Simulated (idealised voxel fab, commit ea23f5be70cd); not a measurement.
This is a process module. Its name is voxel gate over fins.
FYI the section here is cut, 275 nm wide, cells are 5 nm squares.
Heads up, the way a cross-section reads in here is a grid of square cells, handed over as bands from the top down, with every band being one or more rows of cells.
What a band's entry tells you: where the top is and where the bottom is, as heights in nm, and after that what lies inside, material by material from left to right, each with its width in nm. Empty space is written as the word "empty", and a single material marked with the word "throughout" occupies the band from edge to edge.
Where do heights start? At 0: under that level the wafer as delivered is made of one material only. And the lowest band has no floor; it just carries on downward, as in "top 0, no bottom".
Top row gets the first number, bottom row gets the second, and each row in between changes by the same step: that is how a band width like "30..40" works.
You'll sometimes find "no modifications" written for a step, and that's the way of saying that nowhere in the cross-section did a cell change during that step.
"Sealed void list": empty spaces of 8 cells or more with no open way to the top, each given as width x height at distance, distance from the left edge, all in nm.
Anything after a step's settings on that line? It's the simulator's own note about the step.
"overlay nm" answers the question of how far to the right of plan the mask lay on a step that has a mask, and when it is negative the answer is to the left.
Note on reading: below, each pair holds a cross-section from before one process step and one from after it; the one from after shows only down to the lowest band that changed. Beneath the pair, the step in between is stated along with its settings. The pairs can stem from different runs of this module on the same starting wafer. Where a pair's entry headed "State on entry" says so, and only there, that pair continues from the pair above it.

STATE ON ENTRY
  top 0, no bottom | Si throughout
  Sealed void list: none

RESULTING STRUCTURE
  top 10, bottom 0 | SiN throughout
  Beneath the level 0, the cross-section is identical to its previous state.
  Sealed void list: none
Can you say which step sits between the two cross-sections above? CONFORMAL_DEP, material SiN, thk nm 10

State on entry: per the after cross-section of the pair just above.

RESULTING STRUCTURE
  top 25, bottom 10 | empty 55  resist 15  empty 35  resist 15  empty 35  resist 15  empty 35  resist 15  empty 55
  Beneath the level 10, the cross-section is identical to its previous state.
  Sealed void list: none
Can you say which step sits between the two cross-sections above? PATTERN, tone cover, mask id FINS, material resist, width nm 15, pitch nm 50, thk nm 15, overlay nm 0

State on entry: per the after cross-section of the pair just above.

RESULTING STRUCTURE
  top 25, bottom 10 | empty 55  resist 15  empty 35  resist 15  empty 35  resist 15  empty 35  resist 15  empty 55
  top 10, bottom 0 | empty 55  SiN 15  empty 35  SiN 15  empty 35  SiN 15  empty 35  SiN 15  empty 55
  Beneath the level 0, the cross-section is identical to its previous state.
  Sealed void list: none
Can you say which step sits between the two cross-sections above? DIRECTIONAL_ETCH, etch materials SiN, depth nm 10

State on entry: per the after cross-section of the pair just above.

RESULTING STRUCTURE
  top 25, bottom 10 | empty 55  resist 15  empty 35  resist 15  empty 35  resist 15  empty 35  resist 15  empty 55
  top 10, bottom 0 | empty 55  SiN 15  empty 35  SiN 15  empty 35  SiN 15  empty 35  SiN 15  empty 55
  top 0, bottom -40 | empty 55  Si 15  empty 35  Si 15  empty 35  Si 15  empty 35  Si 15  empty 55
  Beneath the level -40, the cross-section is identical to its previous state.
  Sealed void list: none
Can you say which step sits between the two cross-sections above? DIRECTIONAL_ETCH, etch materials Si, depth nm 40

State on entry: per the after cross-section of the pair just above.

RESULTING STRUCTURE
  top 10, bottom 0 | empty 55  SiN 15  empty 35  SiN 15  empty 35  SiN 15  empty 35  SiN 15  empty 55
  Beneath the level 0, the cross-section is identical to its previous state.
  Sealed void list: none
Can you say which step sits between the two cross-sections above? STRIP, etch materials resist

State on entry: per the after cross-section of the pair just above.

RESULTING STRUCTURE
  top 10, bottom 0 | empty 55  SiN 15  empty 35  SiN 15  empty 35  SiN 15  empty 35  SiN 15  empty 55
  top 0, bottom -40 | empty 55  SiO2 5  Si 5  SiO2 5  empty 35  SiO2 5  Si 5  SiO2 5  empty 35  SiO2 5  Si 5  SiO2 5  empty 35  SiO2 5  Si 5  SiO2 5  empty 55
  top -40, bottom -45 | SiO2 60  Si 5  SiO2 45  Si 5  SiO2 45  Si 5  SiO2 45  Si 5  SiO2 60
  Beneath the level -45, the cross-section is identical to its previous state.
  Sealed void list: none
Can you say which step sits between the two cross-sections above? OXIDIZE, depth nm 5

State on entry: per the after cross-section of the pair just above.

RESULTING STRUCTURE
  top 15, bottom 10 | SiO2 throughout
  top 10, bottom 0 | SiO2 55  SiN 15  SiO2 35  SiN 15  SiO2 35  SiN 15  SiO2 35  SiN 15  SiO2 55
  top 0, bottom -45 | SiO2 60  Si 5  SiO2 45  Si 5  SiO2 45  Si 5  SiO2 45  Si 5  SiO2 60
  Beneath the level -45, the cross-section is identical to its previous state.
  Sealed void list: none
Can you say which step sits between the two cross-sections above? FILL_DEP, material SiO2, thk nm 5

State on entry: per the after cross-section of the pair just above.

RESULTING STRUCTURE
  top 10, bottom 0 | SiO2 55  SiN 15  SiO2 35  SiN 15  SiO2 35  SiN 15  SiO2 35  SiN 15  SiO2 55
  Beneath the level 0, the cross-section is identical to its previous state.
  Sealed void list: none
Can you say which step sits between the two cross-sections above? CMP, height nm 10

State on entry: per the after cross-section of the pair just above.

RESULTING STRUCTURE
  top 20, bottom 10 | aC throughout
  Beneath the level 10, the cross-section is identical to its previous state.
  Sealed void list: none
Can you say which step sits between the two cross-sections above? DIRECTIONAL_DEP, material aC, thk nm 10

State on entry: per the after cross-section of the pair just above.

RESULTING STRUCTURE
  top 50, bottom 20 | resist 80  empty 15  resist 180
  Beneath the level 20, the cross-section is identical to its previous state.
  Sealed void list: none
Can you say which step sits between the two cross-sections above? PATTERN, tone open, mask id RAIL, material resist, width nm 15, thk nm 30, overlay nm 0

State on entry: per the after cross-section of the pair just above.

RESULTING STRUCTURE
  top 40, bottom 20 | resist 80  empty 15  resist 180
  top 20, bottom 10 | aC 80  empty 15  aC 180
  Beneath the level 10, the cross-section is identical to its previous state.
  Sealed void list: none
Can you say which step sits between the two cross-sections above? DIRECTIONAL_ETCH, etch materials aC, depth nm 10

State on entry: per the after cross-section of the pair just above.

RESULTING STRUCTURE
  top 20, bottom 10 | aC 80  empty 15  aC 180
  Beneath the level 10, the cross-section is identical to its previous state.
  Sealed void list: none
Can you say which step sits between the two cross-sections above? STRIP, etch materials resist

State on entry: per the after cross-section of the pair just above.

RESULTING STRUCTURE
  top 20, bottom 10 | aC 80  empty 15  aC 180
  top 10, bottom 0 | SiO2 55  SiN 15  SiO2 10  empty 15  SiO2 10  SiN 15  SiO2 35  SiN 15  SiO2 35  SiN 15  SiO2 55
  top 0, bottom -35 | SiO2 60  Si 5  SiO2 15  empty 15  SiO2 15  Si 5  SiO2 45  Si 5  SiO2 45  Si 5  SiO2 60
  Beneath the level -35, the cross-section is identical to its previous state.
  Sealed void list: none
Can you say which step sits between the two cross-sections above? DIRECTIONAL_ETCH, etch materials SiO2, depth nm 45

State on entry: per the after cross-section of the pair just above.

RESULTING STRUCTURE
  top 10, bottom 0 | SiO2 55  SiN 15  SiO2 10  empty 15  SiO2 10  SiN 15  SiO2 35  SiN 15  SiO2 35  SiN 15  SiO2 55
  Beneath the level 0, the cross-section is identical to its previous state.
  Sealed void list: none
Can you say which step sits between the two cross-sections above? STRIP, etch materials aC

State on entry: per the after cross-section of the pair just above.

RESULTING STRUCTURE
  top 15, bottom 10 | TiN 85  empty 5  TiN 185
  top 10, bottom 0 | SiO2 55  SiN 15  SiO2 10  TiN 5  empty 5  TiN 5  SiO2 10  SiN 15  SiO2 35  SiN 15  SiO2 35  SiN 15  SiO2 55
  top 0, bottom -30 | SiO2 60  Si 5  SiO2 15  TiN 5  empty 5  TiN 5  SiO2 15  Si 5  SiO2 45  Si 5  SiO2 45  Si 5  SiO2 60
  top -30, bottom -35 | SiO2 60  Si 5  SiO2 15  TiN 15  SiO2 15  Si 5  SiO2 45  Si 5  SiO2 45  Si 5  SiO2 60
  Beneath the level -35, the cross-section is identical to its previous state.
  Sealed void list: none
Can you say which step sits between the two cross-sections above? CONFORMAL_DEP, material TiN, thk nm 5

State on entry: per the after cross-section of the pair just above.

RESULTING STRUCTURE
  top 20, bottom 15 | Ru throughout
  top 15, bottom 10 | TiN 85  Ru 5  TiN 185
  top 10, bottom 0 | SiO2 55  SiN 15  SiO2 10  TiN 5  Ru 5  TiN 5  SiO2 10  SiN 15  SiO2 35  SiN 15  SiO2 35  SiN 15  SiO2 55
  top 0, bottom -30 | SiO2 60  Si 5  SiO2 15  TiN 5  Ru 5  TiN 5  SiO2 15  Si 5  SiO2 45  Si 5  SiO2 45  Si 5  SiO2 60
  Beneath the level -30, the cross-section is identical to its previous state.
  Sealed void list: none
Can you say which step sits between the two cross-sections above? FILL_DEP, material Ru, thk nm 5

State on entry: per the after cross-section of the pair just above.

RESULTING STRUCTURE
  top 10, bottom 0 | SiO2 55  SiN 15  SiO2 10  TiN 5  Ru 5  TiN 5  SiO2 10  SiN 15  SiO2 35  SiN 15  SiO2 35  SiN 15  SiO2 55
  Beneath the level 0, the cross-section is identical to its previous state.
  Sealed void list: none
Can you say which step sits between the two cross-sections above? CMP, height nm 10

State on entry: per the after cross-section of the pair just above.

RESULTING STRUCTURE
  top 10, bottom 0 | SiO2 55  SiN 15  SiO2 10  empty 15  SiO2 10  SiN 15  SiO2 35  SiN 15  SiO2 35  SiN 15  SiO2 55
  top 0, bottom -20 | SiO2 60  Si 5  SiO2 15  empty 15  SiO2 15  Si 5  SiO2 45  Si 5  SiO2 45  Si 5  SiO2 60
  Beneath the level -20, the cross-section is identical to its previous state.
  Sealed void list: none
Can you say which step sits between the two cross-sections above? SELECTIVE_ETCH, etch materials W Ru TiN, depth nm 30

State on entry: per the after cross-section of the pair just above.

RESULTING STRUCTURE
  top 15, bottom 10 | SiO2 throughout
  top 10, bottom 0 | SiO2 55  SiN 15  SiO2 35  SiN 15  SiO2 35  SiN 15  SiO2 35  SiN 15  SiO2 55
  top 0, bottom -20 | SiO2 60  Si 5  SiO2 45  Si 5  SiO2 45  Si 5  SiO2 45  Si 5  SiO2 60
  Beneath the level -20, the cross-section is identical to its previous state.
  Sealed void list: none
Can you say which step sits between the two cross-sections above? FILL_DEP, material SiO2, thk nm 5

State on entry: per the after cross-section of the pair just above.

RESULTING STRUCTURE
  top 10, bottom 0 | SiO2 55  SiN 15  SiO2 35  SiN 15  SiO2 35  SiN 15  SiO2 35  SiN 15  SiO2 55
  Beneath the level 0, the cross-section is identical to its previous state.
  Sealed void list: none
Can you say which step sits between the two cross-sections above? CMP, height nm 10

State on entry: per the after cross-section of the pair just above.

RESULTING STRUCTURE
  top 10, bottom 0 | empty 55  SiN 15  empty 35  SiN 15  empty 35  SiN 15  empty 35  SiN 15  empty 55
  top 0, bottom -10 | empty 60  Si 5  empty 45  Si 5  empty 45  Si 5  empty 45  Si 5  empty 60
  Beneath the level -10, the cross-section is identical to its previous state.
  Sealed void list: none
Can you say which step sits between the two cross-sections above? SELECTIVE_ETCH, etch materials SiO2, depth nm 20

State on entry: per the after cross-section of the pair just above.

RESULTING STRUCTURE
  top 0, bottom -10 | empty 60  Si 5  empty 45  Si 5  empty 45  Si 5  empty 45  Si 5  empty 60
  Beneath the level -10, the cross-section is identical to its previous state.
  Sealed void list: none
Can you say which step sits between the two cross-sections above? STRIP, etch materials SiN

State on entry: per the after cross-section of the pair just above.

RESULTING STRUCTURE
  top 5, bottom 0 | empty 55  HfO2 15  empty 35  HfO2 15  empty 35  HfO2 15  empty 35  HfO2 15  empty 55
  top 0, bottom -5 | empty 55  HfO2 5  Si 5  HfO2 5  empty 35  HfO2 5  Si 5  HfO2 5  empty 35  HfO2 5  Si 5  HfO2 5  empty 35  HfO2 5  Si 5  HfO2 5  empty 55
  top -5, bottom -10 | HfO2 60  Si 5  HfO2 45  Si 5  HfO2 45  Si 5  HfO2 45  Si 5  HfO2 60
  Beneath the level -10, the cross-section is identical to its previous state.
  Sealed void list: none
Can you say which step sits between the two cross-sections above? CONFORMAL_DEP, material HfO2, thk nm 5

State on entry: per the after cross-section of the pair just above.

RESULTING STRUCTURE
  top 10, bottom 5 | empty 50  TiN 25  empty 25  TiN 25  empty 25  TiN 25  empty 25  TiN 25  empty 50
  top 5, bottom 0 | empty 50  TiN 5  HfO2 15  TiN 5  empty 25  TiN 5  HfO2 15  TiN 5  empty 25  TiN 5  HfO2 15  TiN 5  empty 25  TiN 5  HfO2 15  TiN 5  empty 50
  top 0, bottom -5 | TiN 55  HfO2 5  Si 5  HfO2 5  TiN 35  HfO2 5  Si 5  HfO2 5  TiN 35  HfO2 5  Si 5  HfO2 5  TiN 35  HfO2 5  Si 5  HfO2 5  TiN 55
  Beneath the level -5, the cross-section is identical to its previous state.
  Sealed void list: none
Can you say which step sits between the two cross-sections above? CONFORMAL_DEP, material TiN, thk nm 5

State on entry: per the after cross-section of the pair just above.

RESULTING STRUCTURE
  top 15, bottom 10 | empty 45  TiAl 35  empty 15  TiAl 35  empty 15  TiAl 35  empty 15  TiAl 35  empty 45
  top 10, bottom 5 | empty 45  TiAl 5  TiN 25  TiAl 5  empty 15  TiAl 5  TiN 25  TiAl 5  empty 15  TiAl 5  TiN 25  TiAl 5  empty 15  TiAl 5  TiN 25  TiAl 5  empty 45
  top 5, bottom 0 | TiAl 50  TiN 5  HfO2 15  TiN 5  TiAl 25  TiN 5  HfO2 15  TiN 5  TiAl 25  TiN 5  HfO2 15  TiN 5  TiAl 25  TiN 5  HfO2 15  TiN 5  TiAl 50
  Beneath the level 0, the cross-section is identical to its previous state.
  Sealed void list: none
Can you say which step sits between the two cross-sections above? CONFORMAL_DEP, material TiAl, thk nm 5

State on entry: per the after cross-section of the pair just above.

RESULTING STRUCTURE
  top 20, bottom 15 | empty 40  TiN 45  empty 5  TiN 45  empty 5  TiN 45  empty 5  TiN 45  empty 40
  top 15, bottom 10 | empty 40  TiN 5  TiAl 35  TiN 5  empty 5  TiN 5  TiAl 35  TiN 5  empty 5  TiN 5  TiAl 35  TiN 5  empty 5  TiN 5  TiAl 35  TiN 5  empty 40
  top 10, bottom 5 | TiN 45  TiAl 5  TiN 25  TiAl 5  TiN 15  TiAl 5  TiN 25  TiAl 5  TiN 15  TiAl 5  TiN 25  TiAl 5  TiN 15  TiAl 5  TiN 25  TiAl 5  TiN 45
  Beneath the level 5, the cross-section is identical to its previous state.
  Sealed void list: none
Can you say which step sits between the two cross-sections above? CONFORMAL_DEP, material TiN, thk nm 5

State on entry: per the after cross-section of the pair just above.

RESULTING STRUCTURE
  top 35, bottom 20 | W throughout
  top 20, bottom 15 | W 40  TiN 45  W 5  TiN 45  W 5  TiN 45  W 5  TiN 45  W 40
  top 15, bottom 10 | W 40  TiN 5  TiAl 35  TiN 5  W 5  TiN 5  TiAl 35  TiN 5  W 5  TiN 5  TiAl 35  TiN 5  W 5  TiN 5  TiAl 35  TiN 5  W 40
  Beneath the level 10, the cross-section is identical to its previous state.
  Sealed void list: none
Can you say which step sits between the two cross-sections above? FILL_DEP, material W, thk nm 15

State on entry: per the after cross-section of the pair just above.

RESULTING STRUCTURE
  top 30, bottom 20 | W throughout
  Beneath the level 20, the cross-section is identical to its previous state.
  Sealed void list: none
Can you say which step sits between the two cross-sections above? CMP, height nm 30

State on entry: per the after cross-section of the pair just above.

RESULTING STRUCTURE
  top 35, bottom 30 | SiCN throughout
  Beneath the level 30, the cross-section is identical to its previous state.
  Sealed void list: none
Can you say which step sits between the two cross-sections above? CONFORMAL_DEP, material SiCN, thk nm 5

STATE ON ENTRY
  top 10, bottom 5 | empty 50  TiN 25  empty 25  TiN 25  empty 25  TiN 25  empty 25  TiN 25  empty 50
  top 5, bottom 0 | empty 50  TiN 5  HfO2 15  TiN 5  empty 25  TiN 5  HfO2 15  TiN 5  empty 25  TiN 5  HfO2 15  TiN 5  empty 25  TiN 5  HfO2 15  TiN 5  empty 50
  top 0, bottom -5 | TiN 55  HfO2 5  Si 5  HfO2 5  TiN 35  HfO2 5  Si 5  HfO2 5  TiN 35  HfO2 5  Si 5  HfO2 5  TiN 35  HfO2 5  Si 5  HfO2 5  TiN 55
  top -5, bottom -10 | HfO2 60  Si 5  HfO2 45  Si 5  HfO2 45  Si 5  HfO2 45  Si 5  HfO2 60
  top -10, bottom -20 | SiO2 60  Si 5  SiO2 45  Si 5  SiO2 45  Si 5  SiO2 45  Si 5  SiO2 60
  top -20, bottom -30 | SiO2 60  Si 5  SiO2 15  TiN 5  Ru 5  TiN 5  SiO2 15  Si 5  SiO2 45  Si 5  SiO2 45  Si 5  SiO2 60
  top -30, bottom -35 | SiO2 60  Si 5  SiO2 15  TiN 15  SiO2 15  Si 5  SiO2 45  Si 5  SiO2 45  Si 5  SiO2 60
  top -35, bottom -45 | SiO2 60  Si 5  SiO2 45  Si 5  SiO2 45  Si 5  SiO2 45  Si 5  SiO2 60
  top -45, no bottom | Si throughout
  Sealed void list: none

RESULTING STRUCTURE
  top 15, bottom 5 | empty 45  TiN 35  empty 15  TiN 35  empty 15  TiN 35  empty 15  TiN 35  empty 45
  top 5, bottom 0 | TiN 55  HfO2 15  TiN 35  HfO2 15  TiN 35  HfO2 15  TiN 35  HfO2 15  TiN 55
  Beneath the level 0, the cross-section is identical to its previous state.
  Sealed void list: none
Can you say which step sits between the two cross-sections above? CONFORMAL_DEP, material TiN, thk nm 5

State on entry: per the after cross-section of the pair just above.

RESULTING STRUCTURE
  top 30, bottom 15 | W throughout
  top 15, bottom 5 | W 45  TiN 35  W 15  TiN 35  W 15  TiN 35  W 15  TiN 35  W 45
  Beneath the level 5, the cross-section is identical to its previous state.
  Sealed void list: none
Can you say which step sits between the two cross-sections above? FILL_DEP, material W, thk nm 15

State on entry: per the after cross-section of the pair just above.

RESULTING STRUCTURE
  top 35, bottom 30 | SiCN throughout
  Beneath the level 30, the cross-section is identical to its previous state.
  Sealed void list: none
Can you say which step sits between the two cross-sections above? CONFORMAL_DEP, material SiCN, thk nm 5

STATE ON ENTRY
  top 10, bottom 0 | empty 55  SiN 15  empty 35  SiN 15  empty 35  SiN 15  empty 35  SiN 15  empty 55
  top 0, bottom -10 | empty 60  Si 5  empty 45  Si 5  empty 45  Si 5  empty 45  Si 5  empty 60
  top -10, bottom -20 | SiO2 60  Si 5  SiO2 45  Si 5  SiO2 45  Si 5  SiO2 45  Si 5  SiO2 60
  top -20, bottom -30 | SiO2 60  Si 5  SiO2 15  TiN 5  Ru 5  TiN 5  SiO2 15  Si 5  SiO2 45  Si 5  SiO2 45  Si 5  SiO2 60
  top -30, bottom -35 | SiO2 60  Si 5  SiO2 15  TiN 15  SiO2 15  Si 5  SiO2 45  Si 5  SiO2 45  Si 5  SiO2 60
  top -35, bottom -45 | SiO2 60  Si 5  SiO2 45  Si 5  SiO2 45  Si 5  SiO2 45  Si 5  SiO2 60
  top -45, no bottom | Si throughout
  Sealed void list: none

RESULTING STRUCTURE
  top 10, bottom 0 | empty 55  SiN 15  empty 35  SiN 15  empty 35  SiN 15  empty 35  SiN 15  empty 55
  top 0, bottom -20 | empty 60  Si 5  empty 45  Si 5  empty 45  Si 5  empty 45  Si 5  empty 60
  top -20, bottom -30 | empty 60  Si 5  empty 15  TiN 5  Ru 5  TiN 5  empty 15  Si 5  empty 45  Si 5  empty 45  Si 5  empty 60
  Beneath the level -30, the cross-section is identical to its previous state.
  Sealed void list: none
Can you say which step sits between the two cross-sections above? SELECTIVE_ETCH, etch materials SiO2, depth nm 20

State on entry: per the after cross-section of the pair just above.

RESULTING STRUCTURE
  top 0, bottom -20 | empty 60  Si 5  empty 45  Si 5  empty 45  Si 5  empty 45  Si 5  empty 60
  Beneath the level -20, the cross-section is identical to its previous state.
  Sealed void list: none
Can you say which step sits between the two cross-sections above? STRIP, etch materials SiN

State on entry: per the after cross-section of the pair just above.

RESULTING STRUCTURE
  top 5, bottom 0 | empty 55  HfO2 15  empty 35  HfO2 15  empty 35  HfO2 15  empty 35  HfO2 15  empty 55
  top 0, bottom -15 | empty 55  HfO2 5  Si 5  HfO2 5  empty 35  HfO2 5  Si 5  HfO2 5  empty 35  HfO2 5  Si 5  HfO2 5  empty 35  HfO2 5  Si 5  HfO2 5  empty 55
  top -15, bottom -20 | empty 55  HfO2 5  Si 5  HfO2 5  empty 5  HfO2 25  empty 5  HfO2 5  Si 5  HfO2 5  empty 35  HfO2 5  Si 5  HfO2 5  empty 35  HfO2 5  Si 5  HfO2 5  empty 55
  top -20, bottom -25 | empty 55  HfO2 5  Si 5  HfO2 5  empty 5  HfO2 5  TiN 5  Ru 5  TiN 5  HfO2 5  empty 5  HfO2 5  Si 5  HfO2 5  empty 35  HfO2 5  Si 5  HfO2 5  empty 35  HfO2 5  Si 5  HfO2 5  empty 55
  top -25, bottom -30 | HfO2 60  Si 5  HfO2 15  TiN 5  Ru 5  TiN 5  HfO2 15  Si 5  HfO2 45  Si 5  HfO2 45  Si 5  HfO2 60
  Beneath the level -30, the cross-section is identical to its previous state.
  Sealed void list: none
Can you say which step sits between the two cross-sections above? CONFORMAL_DEP, material HfO2, thk nm 5

State on entry: per the after cross-section of the pair just above.

RESULTING STRUCTURE
  top 10, bottom 5 | empty 50  TiN 25  empty 25  TiN 25  empty 25  TiN 25  empty 25  TiN 25  empty 50
  top 5, bottom 0 | empty 50  TiN 5  HfO2 15  TiN 5  empty 25  TiN 5  HfO2 15  TiN 5  empty 25  TiN 5  HfO2 15  TiN 5  empty 25  TiN 5  HfO2 15  TiN 5  empty 50
  top 0, bottom -10 | empty 50  TiN 5  HfO2 5  Si 5  HfO2 5  TiN 5  empty 25  TiN 5  HfO2 5  Si 5  HfO2 5  TiN 5  empty 25  TiN 5  HfO2 5  Si 5  HfO2 5  TiN 5  empty 25  TiN 5  HfO2 5  Si 5  HfO2 5  TiN 5  empty 50
  top -10, bottom -15 | empty 50  TiN 5  HfO2 5  Si 5  HfO2 5  TiN 35  HfO2 5  Si 5  HfO2 5  TiN 5  empty 25  TiN 5  HfO2 5  Si 5  HfO2 5  TiN 5  empty 25  TiN 5  HfO2 5  Si 5  HfO2 5  TiN 5  empty 50
  top -15, bottom -20 | empty 50  TiN 5  HfO2 5  Si 5  HfO2 5  TiN 5  HfO2 25  TiN 5  HfO2 5  Si 5  HfO2 5  TiN 5  empty 25  TiN 5  HfO2 5  Si 5  HfO2 5  TiN 5  empty 25  TiN 5  HfO2 5  Si 5  HfO2 5  TiN 5  empty 50
  top -20, bottom -25 | TiN 55  HfO2 5  Si 5  HfO2 5  TiN 5  HfO2 5  TiN 5  Ru 5  TiN 5  HfO2 5  TiN 5  HfO2 5  Si 5  HfO2 5  TiN 35  HfO2 5  Si 5  HfO2 5  TiN 35  HfO2 5  Si 5  HfO2 5  TiN 55
  Beneath the level -25, the cross-section is identical to its previous state.
  Sealed void list: none
Can you say which step sits between the two cross-sections above? CONFORMAL_DEP, material TiN, thk nm 5

State on entry: per the after cross-section of the pair just above.

RESULTING STRUCTURE
  top 15, bottom 10 | empty 45  TiAl 35  empty 15  TiAl 35  empty 15  TiAl 35  empty 15  TiAl 35  empty 45
  top 10, bottom 5 | empty 45  TiAl 5  TiN 25  TiAl 5  empty 15  TiAl 5  TiN 25  TiAl 5  empty 15  TiAl 5  TiN 25  TiAl 5  empty 15  TiAl 5  TiN 25  TiAl 5  empty 45
  top 5, bottom 0 | empty 45  TiAl 5  TiN 5  HfO2 15  TiN 5  TiAl 5  empty 15  TiAl 5  TiN 5  HfO2 15  TiN 5  TiAl 5  empty 15  TiAl 5  TiN 5  HfO2 15  TiN 5  TiAl 5  empty 15  TiAl 5  TiN 5  HfO2 15  TiN 5  TiAl 5  empty 45
  top 0, bottom -5 | empty 45  TiAl 5  TiN 5  HfO2 5  Si 5  HfO2 5  TiN 5  TiAl 5  empty 15  TiAl 5  TiN 5  HfO2 5  Si 5  HfO2 5  TiN 5  TiAl 5  empty 15  TiAl 5  TiN 5  HfO2 5  Si 5  HfO2 5  TiN 5  TiAl 5  empty 15  TiAl 5  TiN 5  HfO2 5  Si 5  HfO2 5  TiN 5  TiAl 5  empty 45
  top -5, bottom -10 | empty 45  TiAl 5  TiN 5  HfO2 5  Si 5  HfO2 5  TiN 5  TiAl 25  TiN 5  HfO2 5  Si 5  HfO2 5  TiN 5  TiAl 5  empty 15  TiAl 5  TiN 5  HfO2 5  Si 5  HfO2 5  TiN 5  TiAl 5  empty 15  TiAl 5  TiN 5  HfO2 5  Si 5  HfO2 5  TiN 5  TiAl 5  empty 45
  top -10, bottom -15 | empty 45  TiAl 5  TiN 5  HfO2 5  Si 5  HfO2 5  TiN 35  HfO2 5  Si 5  HfO2 5  TiN 5  TiAl 5  empty 15  TiAl 5  TiN 5  HfO2 5  Si 5  HfO2 5  TiN 5  TiAl 5  empty 15  TiAl 5  TiN 5  HfO2 5  Si 5  HfO2 5  TiN 5  TiAl 5  empty 45
  top -15, bottom -20 | TiAl 50  TiN 5  HfO2 5  Si 5  HfO2 5  TiN 5  HfO2 25  TiN 5  HfO2 5  Si 5  HfO2 5  TiN 5  TiAl 25  TiN 5  HfO2 5  Si 5  HfO2 5  TiN 5  TiAl 25  TiN 5  HfO2 5  Si 5  HfO2 5  TiN 5  TiAl 50
  Beneath the level -20, the cross-section is identical to its previous state.
  Sealed void list: none
Can you say which step sits between the two cross-sections above? CONFORMAL_DEP, material TiAl, thk nm 5

State on entry: per the after cross-section of the pair just above.

RESULTING STRUCTURE
  top 20, bottom 15 | empty 40  TiN 45  empty 5  TiN 45  empty 5  TiN 45  empty 5  TiN 45  empty 40
  top 15, bottom 10 | empty 40  TiN 5  TiAl 35  TiN 5  empty 5  TiN 5  TiAl 35  TiN 5  empty 5  TiN 5  TiAl 35  TiN 5  empty 5  TiN 5  TiAl 35  TiN 5  empty 40
  top 10, bottom 5 | empty 40  TiN 5  TiAl 5  TiN 25  TiAl 5  TiN 5  empty 5  TiN 5  TiAl 5  TiN 25  TiAl 5  TiN 5  empty 5  TiN 5  TiAl 5  TiN 25  TiAl 5  TiN 5  empty 5  TiN 5  TiAl 5  TiN 25  TiAl 5  TiN 5  empty 40
  top 5, bottom 0 | empty 40  TiN 5  TiAl 5  TiN 5  HfO2 15  TiN 5  TiAl 5  TiN 5  empty 5  TiN 5  TiAl 5  TiN 5  HfO2 15  TiN 5  TiAl 5  TiN 5  empty 5  TiN 5  TiAl 5  TiN 5  HfO2 15  TiN 5  TiAl 5  TiN 5  empty 5  TiN 5  TiAl 5  TiN 5  HfO2 15  TiN 5  TiAl 5  TiN 5  empty 40
  top 0, bottom -5 | empty 40  TiN 5  TiAl 5  TiN 5  HfO2 5  Si 5  HfO2 5  TiN 5  TiAl 5  TiN 15  TiAl 5  TiN 5  HfO2 5  Si 5  HfO2 5  TiN 5  TiAl 5  TiN 5  empty 5  TiN 5  TiAl 5  TiN 5  HfO2 5  Si 5  HfO2 5  TiN 5  TiAl 5  TiN 5  empty 5  TiN 5  TiAl 5  TiN 5  HfO2 5  Si 5  HfO2 5  TiN 5  TiAl 5  TiN 5  empty 40
  top -5, bottom -10 | empty 40  TiN 5  TiAl 5  TiN 5  HfO2 5  Si 5  HfO2 5  TiN 5  TiAl 25  TiN 5  HfO2 5  Si 5  HfO2 5  TiN 5  TiAl 5  TiN 5  empty 5  TiN 5  TiAl 5  TiN 5  HfO2 5  Si 5  HfO2 5  TiN 5  TiAl 5  TiN 5  empty 5  TiN 5  TiAl 5  TiN 5  HfO2 5  Si 5  HfO2 5  TiN 5  TiAl 5  TiN 5  empty 40
  top -10, bottom -15 | TiN 45  TiAl 5  TiN 5  HfO2 5  Si 5  HfO2 5  TiN 35  HfO2 5  Si 5  HfO2 5  TiN 5  TiAl 5  TiN 15  TiAl 5  TiN 5  HfO2 5  Si 5  HfO2 5  TiN 5  TiAl 5  TiN 15  TiAl 5  TiN 5  HfO2 5  Si 5  HfO2 5  TiN 5  TiAl 5  TiN 45
  Beneath the level -15, the cross-section is identical to its previous state.
  Sealed void list: none
Can you say which step sits between the two cross-sections above? CONFORMAL_DEP, material TiN, thk nm 5
